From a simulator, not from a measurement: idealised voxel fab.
Process module heading - voxel gate over fins
Square cells of 5 nm make up the cross-section cut, whose width is 250 nm.
Each cross-section below is a grid of square cells, stated as bands in top-down order, with one or more rows of cells making up each band. The band entry comprises the height of the band's top followed by the height of its bottom, expressed in nm, and subsequently the band's materials from left to right, each stated together with its width in nm. Where a single material is marked with the word "edge to edge", that material fills the band from edge to edge. The word "air" represents empty space. Convention: height 0 is the level below which the wafer, as received, is all one material. The lowest band does not terminate at the bottom but continues downward, represented as "0 nm and below". Graded width ("30 to 40"): value in top row of band = first number; value in bottom row = second number; row-to-row change constant. "same as before" (step): cross-section cells unchanged, all of them. So "Unvented cavities" is basically the list of trapped voids: any empty space of 8 cells or more that can't reach the top through an opening. They're written width x height at distance, the distance being from the left edge, and it's all nm. after a step's settings: what the simulator itself notes on the step. The "overlay nm" setting may appear on a step's line; for a step that uses a mask, it gives how far to the right of its planned position the mask lay, and a negative value indicates the left.

## Steps planned for the process
| 1 | RECEIVE: material Si |
| 2 | CONFORMAL_DEP: material SiN, thk nm 5 |
| 3 | MASKED_ETCH: tone cover, mask id FINS, width nm 15, pitch nm 35, etch materials SiN, depth nm 5, overlay nm 0 |
| 4 | MASKED_ETCH: tone cover, mask id FINS, width nm 15, pitch nm 35, etch materials Si, depth nm 40, overlay nm 0 |
| 5 | FILL_DEP: material SiO2, thk nm 10 |
| 6 | CMP: height nm 5 |
| 7 | SELECTIVE_ETCH: etch materials SiO2, depth nm 15 |
| 8 | STRIP: etch materials SiN |
| 9 | CONFORMAL_DEP: material HfO2, thk nm 5 |
| 10 | CONFORMAL_DEP: material TiN, thk nm 5 |
| 11 | FILL_DEP: material W, thk nm 10 |
| 12 | CMP: height nm 15 |
| 13 | CONFORMAL_DEP: material SiCN, thk nm 10 |

## First wafer, two in total, run as planned

## As-received wafer cross-section (after step 1)
> 0 nm and below  Si edge to edge
> Unvented cavities: none

## Once step 2 is through, the wafer looks like this in cross-section
> 5 nm to 0 nm  SiN edge to edge
> Nothing below the height 0 has changed.

## Once step 3 is through, the wafer looks like this in cross-section
> 5 nm to 0 nm  100 of air, then 15 of SiN, then 20 of air, then 15 of SiN, then 100 of air
> Nothing below the height 0 has changed.

## Once step 4 is through, the wafer looks like this in cross-section
> 5 nm to 0 nm  100 of air, then 15 of SiN, then 20 of air, then 15 of SiN, then 100 of air
> 0 nm to -40 nm  100 of air, then 15 of Si, then 20 of air, then 15 of Si, then 100 of air
> Nothing below the height -40 has changed.

## Once step 5 is through, the wafer looks like this in cross-section
> 15 nm to 5 nm  SiO2 edge to edge
> 5 nm to 0 nm  100 of SiO2, then 15 of SiN, then 20 of SiO2, then 15 of SiN, then 100 of SiO2
> 0 nm to -40 nm  100 of SiO2, then 15 of Si, then 20 of SiO2, then 15 of Si, then 100 of SiO2
> Nothing below the height -40 has changed.

## Once step 6 is through, the wafer looks like this in cross-section
> 5 nm to 0 nm  100 of SiO2, then 15 of SiN, then 20 of SiO2, then 15 of SiN, then 100 of SiO2
> Nothing below the height 0 has changed.

## Once step 7 is through, the wafer looks like this in cross-section
> 5 nm to 0 nm  100 of air, then 15 of SiN, then 20 of air, then 15 of SiN, then 100 of air
> 0 nm to -10 nm  100 of air, then 15 of Si, then 20 of air, then 15 of Si, then 100 of air
> Nothing below the height -10 has changed.

## Once step 8 is through, the wafer looks like this in cross-section
> 0 nm to -10 nm  100 of air, then 15 of Si, then 20 of air, then 15 of Si, then 100 of air
> Nothing below the height -10 has changed.

## Once step 9 is through, the wafer looks like this in cross-section
> 5 nm to 0 nm  95 of air, then 25 of HfO2, then 10 of air, then 25 of HfO2, then 95 of air
> 0 nm to -5 nm  95 of air, then 5 of HfO2, then 15 of Si, then 5 of HfO2, then 10 of air, then 5 of HfO2, then 15 of Si, then 5 of HfO2, then 95 of air
> -5 nm to -10 nm  100 of HfO2, then 15 of Si, then 20 of HfO2, then 15 of Si, then 100 of HfO2
> Nothing below the height -10 has changed.

## Once step 10 is through, the wafer looks like this in cross-section
> 10 nm to 5 nm  90 of air, then 70 of TiN, then 90 of air
> 5 nm to 0 nm  90 of air, then 5 of TiN, then 25 of HfO2, then 10 of TiN, then 25 of HfO2, then 5 of TiN, then 90 of air
> 0 nm to -5 nm  95 of TiN, then 5 of HfO2, then 15 of Si, then 5 of HfO2, then 10 of TiN, then 5 of HfO2, then 15 of Si, then 5 of HfO2, then 95 of TiN
> Nothing below the height -5 has changed.

## Once step 11 is through, the wafer looks like this in cross-section
> 20 nm to 10 nm  W edge to edge
> 10 nm to 5 nm  90 of W, then 70 of TiN, then 90 of W
> 5 nm to 0 nm  90 of W, then 5 of TiN, then 25 of HfO2, then 10 of TiN, then 25 of HfO2, then 5 of TiN, then 90 of W
> Nothing below the height 0 has changed.

## Once step 12 is through, the wafer looks like this in cross-section
> 15 nm to 10 nm  W edge to edge
> Nothing below the height 10 has changed.

## Once step 13 is through, the wafer looks like this in cross-section
> 25 nm to 15 nm  SiCN edge to edge
> Nothing below the height 15 has changed.

## Wafer two. Identical start, identical plan. One mistake in execution. Identical history through step 8

## Cross-sectional view of the second wafer at the intended end time of process step 9
> 5 nm to 0 nm  95 of air, then 25 of TiN, then 10 of air, then 25 of TiN, then 95 of air
> 0 nm to -5 nm  95 of air, then 5 of TiN, then 15 of Si, then 5 of TiN, then 10 of air, then 5 of TiN, then 15 of Si, then 5 of TiN, then 95 of air
> -5 nm to -10 nm  100 of TiN, then 15 of Si, then 20 of TiN, then 15 of Si, then 100 of TiN
> Nothing below the height -10 has changed.

## Cross-sectional view of the second wafer at the intended end time of process step 10
> 10 nm to 5 nm  90 of air, then 70 of HfO2, then 90 of air
> 5 nm to 0 nm  90 of air, then 5 of HfO2, then 25 of TiN, then 10 of HfO2, then 25 of TiN, then 5 of HfO2, then 90 of air
> 0 nm to -5 nm  95 of HfO2, then 5 of TiN, then 15 of Si, then 5 of TiN, then 10 of HfO2, then 5 of TiN, then 15 of Si, then 5 of TiN, then 95 of HfO2
> Nothing below the height -5 has changed.

## Cross-sectional view of the second wafer at the intended end time of process step 11
> 20 nm to 10 nm  W edge to edge
> 10 nm to 5 nm  90 of W, then 70 of HfO2, then 90 of W
> 5 nm to 0 nm  90 of W, then 5 of HfO2, then 25 of TiN, then 10 of HfO2, then 25 of TiN, then 5 of HfO2, then 90 of W
> Nothing below the height 0 has changed.

## Cross-sectional view of the second wafer at the intended end time of process step 12
> 15 nm to 10 nm  W edge to edge
> Nothing below the height 10 has changed.

## Cross-sectional view of the second wafer at the intended end time of process step 13
> 25 nm to 15 nm  SiCN edge to edge
> Nothing below the height 15 has changed.
Where did the run depart from the plan? contrary to the plan, steps 9 and 10 were processed in exchanged order
In the final comparison it is observed that the number of cells assigned to each material is identical for the two wafers, whereas their placement is not.
